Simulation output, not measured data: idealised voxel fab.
The name of this process module is voxel wiring stack.
The figure presents cross-section cut, which has a width of 215 nm and is divided into square cells with an edge length of 5 nm.
In this document a cross-section is written as a grid of square cells. It is given as a series of bands, listed from the top down, and a band is one or more rows of cells. Band: top height; bottom height; in nm. Then, left to right: material with width in nm, for each material. "full width": a single material spanning edge to edge. "empty": empty space. Where do heights start? At 0: under that level the wafer as delivered is made of one material only. And the lowest band has no floor; it just carries on downward, as in "0 nm and below". Per-row width for "30->40": begins at first number (top row of band), ends at second number (bottom row), increment between rows held constant. For the purposes of this document, the phrase "changes: none" attached to a step denotes that no cell within the cross-section was modified by that step. Empty spaces counting at least 8 cells and having no open way to the top are listed in "Catalogued sealed voids". The notation width x height at distance is used for each, the distance being from the left edge and all three values in nm. Read whatever lies past the settings on a step's line as the simulator's own remark about the step. The "overlay nm" setting may appear on a step's line; for a step that uses a mask, it gives how far to the right of its planned position the mask lay, and a negative value indicates the left.
**Listed below are the process steps as planned**
1 RECEIVE with material Si
2 CONFORMAL_DEP with material SiO2, thk nm 15
3 DIRECTIONAL_DEP with material TiN, thk nm 5
4 DIRECTIONAL_DEP with material W, thk nm 25
5 PATTERN with tone cover, mask id METAL_1, material resist, width nm 25, pitch nm 40, thk nm 15, overlay nm 0
6 DIRECTIONAL_ETCH with etch materials W, depth nm 25
7 DIRECTIONAL_ETCH with etch materials TiN, depth nm 5
8 STRIP with etch materials resist
9 FILL_DEP with material lowk, thk nm 10
10 CMP with height nm 45
11 CONFORMAL_DEP with material SiCN, thk nm 5
12 DIRECTIONAL_DEP with material SiO2, thk nm 30
13 DIRECTIONAL_DEP with material aC, thk nm 10
14 PATTERN with tone open, mask id METAL_2, material resist, width nm 25, pitch nm 40, thk nm 25, overlay nm 0
15 DIRECTIONAL_ETCH with etch materials aC, depth nm 10
16 STRIP with etch materials resist
17 DIRECTIONAL_ETCH with etch materials SiO2, depth nm 15
18 STRIP with etch materials aC
19 MASKED_ETCH with tone open, mask id METAL_2_HOLES, width nm 15, pitch nm 40, etch materials SiO2, depth nm 15, overlay nm 0
20 MASKED_ETCH with tone open, mask id METAL_2_HOLES, width nm 15, pitch nm 40, etch materials SiCN, depth nm 5, overlay nm 0
21 CONFORMAL_DEP with material TiN, thk nm 5
22 FILL_DEP with material Cu, thk nm 10
23 CMP with height nm 80
24 CONFORMAL_DEP with material SiN, thk nm 5
**Account of the first of two wafers, which was processed as intended**
**Delivered wafer in cross-section: state after step 1**
- 0 nm and below  Si full width
- Catalogued sealed voids: none
**The following cross-section depicts the wafer upon completion of step 2**
- 15 nm to 0 nm  SiO2 full width
- Everything below 0 is unchanged.
**The following cross-section depicts the wafer upon completion of step 3**
- 20 nm to 15 nm  TiN full width
- Everything below 15 is unchanged.
**The following cross-section depicts the wafer upon completion of step 4**
- 45 nm to 20 nm  W full width
- Everything below 20 is unchanged.
**The following cross-section depicts the wafer upon completion of step 5**
- 60 nm to 45 nm  empty 35 | resist 25 | empty 15 | resist 25 | empty 15 | resist 25 | empty 15 | resist 25 | empty 35
- Everything below 45 is unchanged.
**The following cross-section depicts the wafer upon completion of step 6**
- 60 nm to 45 nm  empty 35 | resist 25 | empty 15 | resist 25 | empty 15 | resist 25 | empty 15 | resist 25 | empty 35
- 45 nm to 20 nm  empty 35 | W 25 | empty 15 | W 25 | empty 15 | W 25 | empty 15 | W 25 | empty 35
- Everything below 20 is unchanged.
**The following cross-section depicts the wafer upon completion of step 7**
- 60 nm to 45 nm  empty 35 | resist 25 | empty 15 | resist 25 | empty 15 | resist 25 | empty 15 | resist 25 | empty 35
- 45 nm to 20 nm  empty 35 | W 25 | empty 15 | W 25 | empty 15 | W 25 | empty 15 | W 25 | empty 35
- 20 nm to 15 nm  empty 35 | TiN 25 | empty 15 | TiN 25 | empty 15 | TiN 25 | empty 15 | TiN 25 | empty 35
- Everything below 15 is unchanged.
**The following cross-section depicts the wafer upon completion of step 8**
- 45 nm to 20 nm  empty 35 | W 25 | empty 15 | W 25 | empty 15 | W 25 | empty 15 | W 25 | empty 35
- Everything below 20 is unchanged.
**The following cross-section depicts the wafer upon completion of step 9**
- 55 nm to 45 nm  lowk full width
- 45 nm to 20 nm  lowk 35 | W 25 | lowk 15 | W 25 | lowk 15 | W 25 | lowk 15 | W 25 | lowk 35
- 20 nm to 15 nm  lowk 35 | TiN 25 | lowk 15 | TiN 25 | lowk 15 | TiN 25 | lowk 15 | TiN 25 | lowk 35
- Everything below 15 is unchanged.
**The following cross-section depicts the wafer upon completion of step 10**
- 45 nm to 20 nm  lowk 35 | W 25 | lowk 15 | W 25 | lowk 15 | W 25 | lowk 15 | W 25 | lowk 35
- Everything below 20 is unchanged.
**The following cross-section depicts the wafer upon completion of step 11**
- 50 nm to 45 nm  SiCN full width
- Everything below 45 is unchanged.
**The following cross-section depicts the wafer upon completion of step 12**
- 80 nm to 50 nm  SiO2 full width
- Everything below 50 is unchanged.
**The following cross-section depicts the wafer upon completion of step 13**
- 90 nm to 80 nm  aC full width
- Everything below 80 is unchanged.
**The following cross-section depicts the wafer upon completion of step 14**
- 115 nm to 90 nm  resist 35 | empty 25 | resist 15 | empty 25 | resist 15 | empty 25 | resist 15 | empty 25 | resist 35
- Everything below 90 is unchanged.
**The following cross-section depicts the wafer upon completion of step 15**
- 105 nm to 90 nm  resist 35 | empty 25 | resist 15 | empty 25 | resist 15 | empty 25 | resist 15 | empty 25 | resist 35
- 90 nm to 80 nm  aC 35 | empty 25 | aC 15 | empty 25 | aC 15 | empty 25 | aC 15 | empty 25 | aC 35
- Everything below 80 is unchanged.
**The following cross-section depicts the wafer upon completion of step 16**
- 90 nm to 80 nm  aC 35 | empty 25 | aC 15 | empty 25 | aC 15 | empty 25 | aC 15 | empty 25 | aC 35
- Everything below 80 is unchanged.
**The following cross-section depicts the wafer upon completion of step 17**
- 90 nm to 80 nm  aC 35 | empty 25 | aC 15 | empty 25 | aC 15 | empty 25 | aC 15 | empty 25 | aC 35
- 80 nm to 65 nm  SiO2 35 | empty 25 | SiO2 15 | empty 25 | SiO2 15 | empty 25 | SiO2 15 | empty 25 | SiO2 35
- Everything below 65 is unchanged.
**The following cross-section depicts the wafer upon completion of step 18**
- 80 nm to 65 nm  SiO2 35 | empty 25 | SiO2 15 | empty 25 | SiO2 15 | empty 25 | SiO2 15 | empty 25 | SiO2 35
- Everything below 65 is unchanged.
**The following cross-section depicts the wafer upon completion of step 19**
- 80 nm to 65 nm  SiO2 35 | empty 25 | SiO2 15 | empty 25 | SiO2 15 | empty 25 | SiO2 15 | empty 25 | SiO2 35
- 65 nm to 50 nm  SiO2 35 | empty 15 | SiO2 25 | empty 15 | SiO2 25 | empty 15 | SiO2 25 | empty 15 | SiO2 45
- Everything below 50 is unchanged.
**The following cross-section depicts the wafer upon completion of step 20**
- 80 nm to 65 nm  SiO2 35 | empty 25 | SiO2 15 | empty 25 | SiO2 15 | empty 25 | SiO2 15 | empty 25 | SiO2 35
- 65 nm to 50 nm  SiO2 35 | empty 15 | SiO2 25 | empty 15 | SiO2 25 | empty 15 | SiO2 25 | empty 15 | SiO2 45
- 50 nm to 45 nm  SiCN 35 | empty 15 | SiCN 25 | empty 15 | SiCN 25 | empty 15 | SiCN 25 | empty 15 | SiCN 45
- Everything below 45 is unchanged.
**The following cross-section depicts the wafer upon completion of step 21**
- 85 nm to 80 nm  TiN 40 | empty 15 | TiN 25 | empty 15 | TiN 25 | empty 15 | TiN 25 | empty 15 | TiN 40
- 80 nm to 70 nm  SiO2 35 | TiN 5 | empty 15 | TiN 5 | SiO2 15 | TiN 5 | empty 15 | TiN 5 | SiO2 15 | TiN 5 | empty 15 | TiN 5 | SiO2 15 | TiN 5 | empty 15 | TiN 5 | SiO2 35
- 70 nm to 65 nm  SiO2 35 | TiN 5 | empty 5 | TiN 15 | SiO2 15 | TiN 5 | empty 5 | TiN 15 | SiO2 15 | TiN 5 | empty 5 | TiN 15 | SiO2 15 | TiN 5 | empty 5 | TiN 15 | SiO2 35
- 65 nm to 50 nm  SiO2 35 | TiN 5 | empty 5 | TiN 5 | SiO2 25 | TiN 5 | empty 5 | TiN 5 | SiO2 25 | TiN 5 | empty 5 | TiN 5 | SiO2 25 | TiN 5 | empty 5 | TiN 5 | SiO2 45
- 50 nm to 45 nm  SiCN 35 | TiN 15 | SiCN 25 | TiN 15 | SiCN 25 | TiN 15 | SiCN 25 | TiN 15 | SiCN 45
- Everything below 45 is unchanged.
**The following cross-section depicts the wafer upon completion of step 22**
- 95 nm to 85 nm  Cu full width
- 85 nm to 80 nm  TiN 40 | Cu 15 | TiN 25 | Cu 15 | TiN 25 | Cu 15 | TiN 25 | Cu 15 | TiN 40
- 80 nm to 70 nm  SiO2 35 | TiN 5 | Cu 15 | TiN 5 | SiO2 15 | TiN 5 | Cu 15 | TiN 5 | SiO2 15 | TiN 5 | Cu 15 | TiN 5 | SiO2 15 | TiN 5 | Cu 15 | TiN 5 | SiO2 35
- 70 nm to 65 nm  SiO2 35 | TiN 5 | Cu 5 | TiN 15 | SiO2 15 | TiN 5 | Cu 5 | TiN 15 | SiO2 15 | TiN 5 | Cu 5 | TiN 15 | SiO2 15 | TiN 5 | Cu 5 | TiN 15 | SiO2 35
- 65 nm to 50 nm  SiO2 35 | TiN 5 | Cu 5 | TiN 5 | SiO2 25 | TiN 5 | Cu 5 | TiN 5 | SiO2 25 | TiN 5 | Cu 5 | TiN 5 | SiO2 25 | TiN 5 | Cu 5 | TiN 5 | SiO2 45
- Everything below 50 is unchanged.
**The following cross-section depicts the wafer upon completion of step 23**
- 80 nm to 70 nm  SiO2 35 | TiN 5 | Cu 15 | TiN 5 | SiO2 15 | TiN 5 | Cu 15 | TiN 5 | SiO2 15 | TiN 5 | Cu 15 | TiN 5 | SiO2 15 | TiN 5 | Cu 15 | TiN 5 | SiO2 35
- Everything below 70 is unchanged.
**The following cross-section depicts the wafer upon completion of step 24**
- 85 nm to 80 nm  SiN full width
- Everything below 80 is unchanged.
**Wafer two. Identical start, identical plan. One mistake in execution. Identical history through step 22**
**Second wafer: cross-section at the scheduled end of step 23**
- 70 nm to 65 nm  SiO2 35 | TiN 5 | Cu 5 | TiN 15 | SiO2 15 | TiN 5 | Cu 5 | TiN 15 | SiO2 15 | TiN 5 | Cu 5 | TiN 15 | SiO2 15 | TiN 5 | Cu 5 | TiN 15 | SiO2 35
- Everything below 65 is unchanged.
**Second wafer: cross-section at the scheduled end of step 24**
- 75 nm to 70 nm  SiN full width
- Everything below 70 is unchanged.
What went wrong in running the wafer? step 23 deviated from plan and actually ran as CMP with height nm 70
Final cells, second wafer relative to first, materials higher or lower: 24 fewer of Cu, 46 fewer of SiO2, 16 fewer of TiN
